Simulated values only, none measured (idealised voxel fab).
Module name: voxel tone inversion (process module)
For reference, the cross-section in this document is cut, with width 200 nm and square cells of 5 nm.
A cross-section in this document is a grid of square cells, and it is written down as bands, the top band listed before the ones below it; a band is made up of one or more rows of cells.
Top height, bottom height, nm. Materials left to right, width each, nm. Single material + "full width" = fills band edge to edge. "blank" = empty.
Heights are reckoned from 0. Under this level, the received wafer is all of one material. The bottommost band is open-ended downward, for example "0 -> down".
A width such as "30 to 40" changes by the same amount from each row of cells to the next, from the band's top row to its bottom row.
The cross-section has no changed cell in any step marked "nothing got changed".
So "Cavities, closed" is basically the list of trapped voids: any empty space of 8 cells or more that can't reach the top through an opening. They're written width x height at distance, the distance being from the left edge, and it's all nm.
What comes after the settings on a step's line is commentary from the simulator itself on that step.
overlay nm: step with mask; distance mask lay right of planned place; negative value = left of planned place.
**Set out below are the planned steps of the process**
- 1: RECEIVE: material Si
- 2: CONFORMAL_DEP: material SiCN, thk nm 5
- 3: DIRECTIONAL_DEP: material polySi, thk nm 25
- 4: PATTERN: tone cover, mask id POSTS, material resist, width nm 25, pitch nm 45, thk nm 30, overlay nm 0
- 5: DIRECTIONAL_ETCH: etch materials polySi, depth nm 25
- 6: STRIP: etch materials resist
- 7: FILL_DEP: material lowk, thk nm 10
- 8: CMP: height nm 30
- 9: STRIP: etch materials polySi
- 10: CONFORMAL_DEP: material TiN, thk nm 5
- 11: FILL_DEP: material Cu, thk nm 10
- 12: CMP: height nm 30
- 13: CONFORMAL_DEP: material SiN, thk nm 5
**First of two wafers: run as planned**
**Cross-sectional view of the wafer in its as-received condition, corresponding to the state after step 1**
0 -> down  Si full width
Cavities, closed: none
**The wafer, seen in cross-section, after step 2**
5 -> 0  SiCN full width
At heights below 0, the structure remains unaltered.
**The wafer, seen in cross-section, after step 3**
30 -> 5  polySi full width
At heights below 5, the structure remains unaltered.
**The wafer, seen in cross-section, after step 4**
60 -> 30  blank: 40, then resist: 25, then blank: 20, then resist: 25, then blank: 20, then resist: 25, then blank: 45
At heights below 30, the structure remains unaltered.
**The wafer, seen in cross-section, after step 5**
60 -> 30  blank: 40, then resist: 25, then blank: 20, then resist: 25, then blank: 20, then resist: 25, then blank: 45
30 -> 5  blank: 40, then polySi: 25, then blank: 20, then polySi: 25, then blank: 20, then polySi: 25, then blank: 45
At heights below 5, the structure remains unaltered.
**The wafer, seen in cross-section, after step 6**
30 -> 5  blank: 40, then polySi: 25, then blank: 20, then polySi: 25, then blank: 20, then polySi: 25, then blank: 45
At heights below 5, the structure remains unaltered.
**The wafer, seen in cross-section, after step 7**
40 -> 30  lowk full width
30 -> 5  lowk: 40, then polySi: 25, then lowk: 20, then polySi: 25, then lowk: 20, then polySi: 25, then lowk: 45
At heights below 5, the structure remains unaltered.
**The wafer, seen in cross-section, after step 8**
30 -> 5  lowk: 40, then polySi: 25, then lowk: 20, then polySi: 25, then lowk: 20, then polySi: 25, then lowk: 45
At heights below 5, the structure remains unaltered.
**The wafer, seen in cross-section, after step 9**
30 -> 5  lowk: 40, then blank: 25, then lowk: 20, then blank: 25, then lowk: 20, then blank: 25, then lowk: 45
At heights below 5, the structure remains unaltered.
**The wafer, seen in cross-section, after step 10**
35 -> 30  TiN: 45, then blank: 15, then TiN: 30, then blank: 15, then TiN: 30, then blank: 15, then TiN: 50
30 -> 10  lowk: 40, then TiN: 5, then blank: 15, then TiN: 5, then lowk: 20, then TiN: 5, then blank: 15, then TiN: 5, then lowk: 20, then TiN: 5, then blank: 15, then TiN: 5, then lowk: 45
10 -> 5  lowk: 40, then TiN: 25, then lowk: 20, then TiN: 25, then lowk: 20, then TiN: 25, then lowk: 45
At heights below 5, the structure remains unaltered.
**The wafer, seen in cross-section, after step 11**
45 -> 35  Cu full width
35 -> 30  TiN: 45, then Cu: 15, then TiN: 30, then Cu: 15, then TiN: 30, then Cu: 15, then TiN: 50
30 -> 10  lowk: 40, then TiN: 5, then Cu: 15, then TiN: 5, then lowk: 20, then TiN: 5, then Cu: 15, then TiN: 5, then lowk: 20, then TiN: 5, then Cu: 15, then TiN: 5, then lowk: 45
At heights below 10, the structure remains unaltered.
**The wafer, seen in cross-section, after step 12**
30 -> 10  lowk: 40, then TiN: 5, then Cu: 15, then TiN: 5, then lowk: 20, then TiN: 5, then Cu: 15, then TiN: 5, then lowk: 20, then TiN: 5, then Cu: 15, then TiN: 5, then lowk: 45
At heights below 10, the structure remains unaltered.
**The wafer, seen in cross-section, after step 13**
35 -> 30  SiN full width
At heights below 30, the structure remains unaltered.
**For the second wafer, take the first wafer's start and plan, then add one mistake made in running it; everything through step 5, that step included, is shared with the first**
**Cross-section, second wafer, at the end time the plan gives for step 6**
30 -> 5  blank: 40, then polySi: 25, then blank: 20, then polySi: 25, then blank: 20, then polySi: 25, then blank: 45
At heights below 5, the structure remains unaltered.
**Cross-section, second wafer, at the end time the plan gives for step 7**
40 -> 30  lowk full width
30 -> 5  lowk: 40, then polySi: 25, then lowk: 20, then polySi: 25, then lowk: 20, then polySi: 25, then lowk: 45
At heights below 5, the structure remains unaltered.
**Cross-section, second wafer, at the end time the plan gives for step 8**
30 -> 5  lowk: 40, then polySi: 25, then lowk: 20, then polySi: 25, then lowk: 20, then polySi: 25, then lowk: 45
At heights below 5, the structure remains unaltered.
**Cross-section, second wafer, at the end time the plan gives for step 9**
30 -> 5  lowk: 40, then blank: 25, then lowk: 20, then blank: 25, then lowk: 20, then blank: 25, then lowk: 45
At heights below 5, the structure remains unaltered.
**Cross-section, second wafer, at the end time the plan gives for step 10**
35 -> 30  TiN: 45, then blank: 15, then TiN: 30, then blank: 15, then TiN: 30, then blank: 15, then TiN: 50
30 -> 10  lowk: 40, then TiN: 5, then blank: 15, then TiN: 5, then lowk: 20, then TiN: 5, then blank: 15, then TiN: 5, then lowk: 20, then TiN: 5, then blank: 15, then TiN: 5, then lowk: 45
10 -> 5  lowk: 40, then TiN: 25, then lowk: 20, then TiN: 25, then lowk: 20, then TiN: 25, then lowk: 45
At heights below 5, the structure remains unaltered.
**Cross-section, second wafer, at the end time the plan gives for step 11**
45 -> 35  Cu full width
35 -> 30  TiN: 45, then Cu: 15, then TiN: 30, then Cu: 15, then TiN: 30, then Cu: 15, then TiN: 50
30 -> 10  lowk: 40, then TiN: 5, then Cu: 15, then TiN: 5, then lowk: 20, then TiN: 5, then Cu: 15, then TiN: 5, then lowk: 20, then TiN: 5, then Cu: 15, then TiN: 5, then lowk: 45
At heights below 10, the structure remains unaltered.
**Cross-section, second wafer, at the end time the plan gives for step 12**
30 -> 10  lowk: 40, then TiN: 5, then Cu: 15, then TiN: 5, then lowk: 20, then TiN: 5, then Cu: 15, then TiN: 5, then lowk: 20, then TiN: 5, then Cu: 15, then TiN: 5, then lowk: 45
At heights below 10, the structure remains unaltered.
**Cross-section, second wafer, at the end time the plan gives for step 13**
35 -> 30  SiN full width
At heights below 30, the structure remains unaltered.
Short version of what went wrong: yeah, plan step 6 got run twice
If you compare the two wafers at the end, their cross-sections are the same, so as far as this model is concerned the mistake changes nothing.
